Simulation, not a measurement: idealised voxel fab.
Presented below is a process module, voxel transistor to metal.
For reference, the cross-section in this document is cut, with width 210 nm and square cells of 5 nm.
The cross-sections in this document take the form of a grid made of square cells. They are written out as bands, in order from top to bottom. Each band consists of one or more rows of cells.
Per band: top height and bottom height in nm, followed by the left-to-right materials and their widths in nm; "throughout" marks a single material spanning edge to edge, "blank" marks empty space.
Heights are expressed relative to 0, this being the level below which the as-received wafer comprises one material exclusively. The lowest band is unbounded in the downward direction and is denoted as in "0 and below".
Quick explanation for "30..40": the width changes in equal steps down the rows of cells, from the first number in the band's top row to the second number in its bottom row.
Given "identical to before" for a step, no cell of the cross-section differs between before and after that step.
Basically, "Entrapped void list" tells you about the enclosed voids: empty spaces with no open way to the top, 8 cells or bigger, each written width x height at distance, where distance is from the left edge, all in nm.
What comes after the settings on a step's line is commentary from the simulator itself on that step.
"overlay nm" on a masked step: distance the mask lay right of its planned place, negative for left.
[Planned step list for the process]
- 1: RECEIVE: material Si
- 2: OXIDIZE: depth nm 5
- 3: CONFORMAL_DEP: material SiN, thk nm 10
- 4: MASKED_ETCH: tone cover, mask id ACTIVE, width nm 110, etch materials SiN, depth nm 10, overlay nm 0
- 5: MASKED_ETCH: tone cover, mask id ACTIVE, width nm 110, etch materials SiO2, depth nm 5, overlay nm 0
- 6: MASKED_ETCH: tone cover, mask id ACTIVE, width nm 110, etch materials Si, depth nm 20, overlay nm 0
- 7: FILL_DEP: material SiO2, thk nm 10
- 8: CMP: height nm 10
- 9: SELECTIVE_ETCH: etch materials SiO2, depth nm 10
- 10: STRIP: etch materials SiN
- 11: SELECTIVE_ETCH: etch materials SiO2, depth nm 5
- 12: OXIDIZE: depth nm 5
- 13: DIRECTIONAL_DEP: material polySi, thk nm 20
- 14: DIRECTIONAL_DEP: material SiCN, thk nm 15
- 15: DIRECTIONAL_DEP: material aC, thk nm 10
- 16: PATTERN: tone cover, mask id GATE, material resist, width nm 30, thk nm 25, overlay nm 0
- 17: DIRECTIONAL_ETCH: etch materials aC, depth nm 10
- 18: STRIP: etch materials resist
- 19: DIRECTIONAL_ETCH: etch materials SiCN, depth nm 25
- 20: DIRECTIONAL_ETCH: etch materials polySi, depth nm 30
- 21: STRIP: etch materials aC
- 22: CONFORMAL_DEP: material SiN, thk nm 10
- 23: DIRECTIONAL_ETCH: etch materials SiN, depth nm 10
- 24: DIRECTIONAL_ETCH: etch materials SiO2, depth nm 5
- 25: DIRECTIONAL_ETCH: etch materials Si, depth nm 15
- 26: EPI: material nSi, thk nm 20
- 27: FILL_DEP: material SiO2, thk nm 10
- 28: CMP: height nm 15
- 29: STRIP: etch materials polySi
- 30: SELECTIVE_ETCH: etch materials SiO2, depth nm 5
- 31: CONFORMAL_DEP: material HfO2, thk nm 5
- 32: CONFORMAL_DEP: material TiN, thk nm 5
- 33: FILL_DEP: material W, thk nm 10
- 34: CMP: height nm 10
- 35: DIRECTIONAL_DEP: material SiO2, thk nm 10
- 36: DIRECTIONAL_DEP: material aC, thk nm 15
- 37: PATTERN: tone open, mask id CONTACT, material resist, width nm 15, pitch nm 75, thk nm 35, overlay nm 0
- 38: DIRECTIONAL_ETCH: etch materials aC, depth nm 15
- 39: STRIP: etch materials resist
- 40: DIRECTIONAL_ETCH: etch materials SiO2, depth nm 10
- 41: STRIP: etch materials aC
- 42: CONFORMAL_DEP: material TiN, thk nm 5
- 43: FILL_DEP: material Ru, thk nm 10
- 44: CMP: height nm 20
- 45: CONFORMAL_DEP: material SiCN, thk nm 5
- 46: DIRECTIONAL_DEP: material SiO2, thk nm 15
- 47: PATTERN: tone open, mask id METAL_1, material resist, width nm 15, pitch nm 75, thk nm 20, overlay nm 0
- 48: DIRECTIONAL_ETCH: etch materials SiO2, depth nm 15
- 49: DIRECTIONAL_ETCH: etch materials SiCN, depth nm 5
- 50: STRIP: etch materials resist
- 51: CONFORMAL_DEP: material TiN, thk nm 5
- 52: FILL_DEP: material Ru, thk nm 10
- 53: CMP: height nm 40
- 54: CONFORMAL_DEP: material SiN, thk nm 5
[So this is the incoming wafer in cross-section - it's already been through step 1]
    0 and below = Si throughout
    Entrapped void list: none
[Cross-section taken at module completion on the first of two wafers; processed per the plan]
    45 down to 40 = SiN throughout
    40 down to 25 = SiO2 60 nm; TiN 5 nm; Ru 5 nm; TiN 5 nm; SiO2 60 nm; TiN 5 nm; Ru 5 nm; TiN 5 nm; SiO2 60 nm
    25 down to 20 = SiCN 60 nm; TiN 15 nm; SiCN 60 nm; TiN 15 nm; SiCN 60 nm
    20 down to 15 = SiO2 60 nm; TiN 5 nm; Ru 5 nm; TiN 5 nm; SiO2 60 nm; TiN 5 nm; Ru 5 nm; TiN 5 nm; SiO2 60 nm
    15 down to 10 = SiO2 60 nm; TiN 15 nm; SiO2 60 nm; TiN 15 nm; SiO2 60 nm
    10 down to 0 = SiO2 60 nm; nSi 20 nm; SiN 10 nm; HfO2 5 nm; TiN 5 nm; W 10 nm; TiN 5 nm; HfO2 5 nm; SiN 10 nm; nSi 20 nm; SiO2 60 nm
    0 down to -5 = SiO2 60 nm; nSi 20 nm; SiN 10 nm; HfO2 5 nm; TiN 20 nm; HfO2 5 nm; SiN 10 nm; nSi 20 nm; SiO2 60 nm
    -5 down to -10 = SiO2 45 nm; nSi 35 nm; SiO2 5 nm; HfO2 40 nm; SiO2 5 nm; nSi 35 nm; SiO2 45 nm
    -10 down to -25 = SiO2 50 nm; nSi 30 nm; Si 50 nm; nSi 30 nm; SiO2 50 nm
    -25 and below = Si throughout
    Entrapped void list: none
[Cross-section, second wafer: same start as the first, same plan as the first, one mistake in running it; taken at the end of the module]
    55 down to 50 = SiN throughout
    50 down to 45 = Ru throughout
    45 down to 40 = TiN 65 nm; Ru 5 nm; TiN 70 nm; Ru 5 nm; TiN 65 nm
    40 down to 25 = SiO2 60 nm; TiN 5 nm; Ru 5 nm; TiN 5 nm; SiO2 60 nm; TiN 5 nm; Ru 5 nm; TiN 5 nm; SiO2 60 nm
    25 down to 20 = SiCN 60 nm; TiN 15 nm; SiCN 60 nm; TiN 15 nm; SiCN 60 nm
    20 down to 15 = SiO2 60 nm; TiN 5 nm; Ru 5 nm; TiN 5 nm; SiO2 60 nm; TiN 5 nm; Ru 5 nm; TiN 5 nm; SiO2 60 nm
    15 down to 10 = SiO2 60 nm; TiN 15 nm; SiO2 60 nm; TiN 15 nm; SiO2 60 nm
    10 down to 0 = SiO2 60 nm; nSi 20 nm; SiN 10 nm; HfO2 5 nm; TiN 5 nm; W 10 nm; TiN 5 nm; HfO2 5 nm; SiN 10 nm; nSi 20 nm; SiO2 60 nm
    0 down to -5 = SiO2 60 nm; nSi 20 nm; SiN 10 nm; HfO2 5 nm; TiN 20 nm; HfO2 5 nm; SiN 10 nm; nSi 20 nm; SiO2 60 nm
    -5 down to -10 = SiO2 45 nm; nSi 35 nm; SiO2 5 nm; HfO2 40 nm; SiO2 5 nm; nSi 35 nm; SiO2 45 nm
    -10 down to -25 = SiO2 50 nm; nSi 30 nm; Si 50 nm; nSi 30 nm; SiO2 50 nm
    -25 and below = Si throughout
    Entrapped void list: none
It is concluded that the wafer was processed incorrectly with respect to the plan, in that step 53: run off-plan, actual operation and settings CMP: height nm 50
Per the end-of-run cell counts, the second wafer holds more or fewer of some materials than the first: +44 Ru | +40 TiN
